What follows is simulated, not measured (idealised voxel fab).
process module | voxel transistor to metal
Square cell edge 5 nm, section width 150 nm, ID cut.
A cross-section is written here as square cells arranged in a grid, and it is given in bands from the top down, each band taking up one or more rows of cells. What a band's entry tells you: where the top is and where the bottom is, as heights in nm, and after that what lies inside, material by material from left to right, each with its width in nm. Empty space is written as the word "blank", and a single material marked with the word "throughout" occupies the band from edge to edge. Heads up on the height convention: 0 is the point under which the incoming wafer is all one material, and the lowest band has no bottom, it just keeps going down, like "0 nm and below". When a width is written as two numbers, as in "30->40", the first number is the width in the top row of cells of the band and the second is the width in its bottom row, and the width changes by the same amount from each row to the next. "same as before" after a step means that no cell of the cross-section changed. In "Completely enclosed voids" the enclosed voids are listed, meaning empty spaces of 8 cells or larger without any opening to the top. The form is width x height at distance, distance from the left edge, units nm. Whatever follows a step's settings on its line is a remark the simulator itself makes about that step. The optional step-line setting "overlay nm" applies to steps with a mask and quantifies how far to the right of its planned location the mask lay, a negative value indicating leftward placement.
Process steps - plan
| 1 | RECEIVE,material Si |
| 2 | CONFORMAL_DEP,material SiO2,thk nm 5 |
| 3 | CONFORMAL_DEP,material SiN,thk nm 15 |
| 4 | DIRECTIONAL_DEP,material aC,thk nm 15 |
| 5 | PATTERN,tone cover,mask id ACTIVE,material resist,width nm 100,thk nm 35,overlay nm 0 |
| 6 | DIRECTIONAL_ETCH,etch materials aC,depth nm 15 |
| 7 | STRIP,etch materials resist |
| 8 | DIRECTIONAL_ETCH,etch materials SiN,depth nm 15 |
| 9 | DIRECTIONAL_ETCH,etch materials SiO2,depth nm 5 |
| 10 | DIRECTIONAL_ETCH,etch materials Si,depth nm 25 |
| 11 | STRIP,etch materials aC |
| 12 | OXIDIZE,depth nm 5 |
| 13 | FILL_DEP,material SiO2,thk nm 10 |
| 14 | CMP,height nm 20 |
| 15 | SELECTIVE_ETCH,etch materials SiO2,depth nm 10 |
| 16 | STRIP,etch materials SiN |
| 17 | SELECTIVE_ETCH,etch materials SiO2,depth nm 5 |
| 18 | OXIDIZE,depth nm 5 |
| 19 | DIRECTIONAL_DEP,material polySi,thk nm 20 |
| 20 | DIRECTIONAL_DEP,material SiCN,thk nm 15 |
| 21 | PATTERN,tone cover,mask id GATE,material resist,width nm 20,thk nm 15,overlay nm 0 |
| 22 | DIRECTIONAL_ETCH,etch materials SiCN,depth nm 25 |
| 23 | DIRECTIONAL_ETCH,etch materials polySi,depth nm 30 |
| 24 | STRIP,etch materials resist |
| 25 | CONFORMAL_DEP,material SiN,thk nm 10 |
| 26 | DIRECTIONAL_ETCH,etch materials SiN,depth nm 10 |
| 27 | DIRECTIONAL_ETCH,etch materials SiO2,depth nm 5 |
| 28 | DIRECTIONAL_ETCH,etch materials Si,depth nm 15 |
| 29 | EPI,material nSi,thk nm 15 |
| 30 | FILL_DEP,material SiO2,thk nm 5 |
| 31 | CMP,height nm 35 |
| 32 | DIRECTIONAL_DEP,material SiO2,thk nm 15 |
| 33 | MASKED_ETCH,tone open,mask id CONTACT,width nm 30,pitch nm 60,etch materials SiO2,depth nm 55,overlay nm 0 |
| 34 | CONFORMAL_DEP,material TiN,thk nm 5 |
| 35 | FILL_DEP,material W,thk nm 10 |
| 36 | CMP,height nm 50 |
| 37 | CONFORMAL_DEP,material SiN,thk nm 5 |
| 38 | DIRECTIONAL_DEP,material SiO2,thk nm 15 |
| 39 | MASKED_ETCH,tone open,mask id METAL_1,width nm 15,pitch nm 75,etch materials SiO2,depth nm 15,overlay nm 0 |
| 40 | MASKED_ETCH,tone open,mask id METAL_1,width nm 15,pitch nm 75,etch materials SiN,depth nm 5,overlay nm 0 |
| 41 | CONFORMAL_DEP,material TiN,thk nm 5 |
| 42 | FILL_DEP,material Cu,thk nm 10 |
| 43 | CMP,height nm 70 |
| 44 | CONFORMAL_DEP,material SiCN,thk nm 5 |
| 45 | DIRECTIONAL_DEP,material SiO2,thk nm 35 |
| 46 | PATTERN,tone open,mask id METAL_2,material resist,width nm 15,pitch nm 75,thk nm 20,overlay nm 0 |
| 47 | DIRECTIONAL_ETCH,etch materials SiO2,depth nm 20 |
| 48 | STRIP,etch materials resist |
| 49 | DIRECTIONAL_DEP,material aC,thk nm 15 |
| 50 | PATTERN,tone open,mask id METAL_2_HOLES,material resist,width nm 15,pitch nm 75,thk nm 30,overlay nm 0 |
| 51 | DIRECTIONAL_ETCH,etch materials aC,depth nm 15 |
| 52 | STRIP,etch materials resist |
| 53 | DIRECTIONAL_ETCH,etch materials SiO2,depth nm 15 |
| 54 | DIRECTIONAL_ETCH,etch materials SiCN,depth nm 5 |
| 55 | STRIP,etch materials aC |
| 56 | CONFORMAL_DEP,material TiN,thk nm 5 |
| 57 | FILL_DEP,material Cu,thk nm 5 |
| 58 | CMP,height nm 110 |
| 59 | CONFORMAL_DEP,material SiN,thk nm 5 |
Shown in cross-section is the wafer as received, that is, as it stands after step 1
- 0 nm and below: Si throughout
- Completely enclosed voids: none
Result of the module, cross-sectioned: start per above, plan per above, one error in how it was run
- 115 nm to 110 nm: SiN throughout
- 110 nm to 75 nm: SiO2 (30) | TiN (5) | Cu (5) | TiN (5) | SiO2 (60) | TiN (5) | Cu (5) | TiN (5) | SiO2 (30)
- 75 nm to 70 nm: SiCN (30) | TiN (15) | SiCN (60) | TiN (15) | SiCN (30)
- 70 nm to 55 nm: SiO2 (30) | TiN (5) | Cu (5) | TiN (5) | SiO2 (60) | TiN (5) | Cu (5) | TiN (5) | SiO2 (30)
- 55 nm to 50 nm: SiN (30) | TiN (15) | SiN (60) | TiN (15) | SiN (30)
- 50 nm to 40 nm: SiO2 (30) | aC (5) | W (20) | aC (5) | SiO2 (30) | aC (5) | W (20) | aC (5) | SiO2 (30)
- 40 nm to 35 nm: SiO2 (30) | aC (5) | W (15) | aC (10) | SiO2 (30) | aC (10) | W (15) | aC (5) | SiO2 (30)
- 35 nm to 20 nm: SiO2 (30) | aC (5) | W (15) | aC (5) | SiN (10) | SiCN (20) | SiN (10) | aC (5) | W (15) | aC (5) | SiO2 (30)
- 20 nm to 15 nm: SiO2 (30) | aC (5) | W (15) | aC (5) | SiN (10) | polySi (20) | SiN (10) | aC (5) | W (15) | aC (5) | SiO2 (30)
- 15 nm to 10 nm: SiO2 (30) | aC (25) | SiN (10) | polySi (20) | SiN (10) | aC (25) | SiO2 (30)
- 10 nm to 5 nm: SiO2 (30) | aC (10) | nSi (15) | SiN (10) | polySi (20) | SiN (10) | nSi (15) | aC (10) | SiO2 (30)
- 5 nm to 0 nm: SiO2 (20) | SiN (10) | aC (10) | nSi (15) | SiN (10) | polySi (20) | SiN (10) | nSi (15) | aC (10) | SiN (10) | SiO2 (20)
- 0 nm to -5 nm: SiO2 (30) | aC (10) | nSi (15) | SiO2 (40) | nSi (15) | aC (10) | SiO2 (30)
- -5 nm to -20 nm: SiO2 (30) | nSi (25) | Si (40) | nSi (25) | SiO2 (30)
- -20 nm to -30 nm: SiO2 (30) | Si (90) | SiO2 (30)
- -30 nm and below: Si throughout
- Completely enclosed voids: none
What was done differently from what was planned? step 34 was processed under conditions differing from the plan, specifically as CONFORMAL_DEP,material aC,thk nm 5
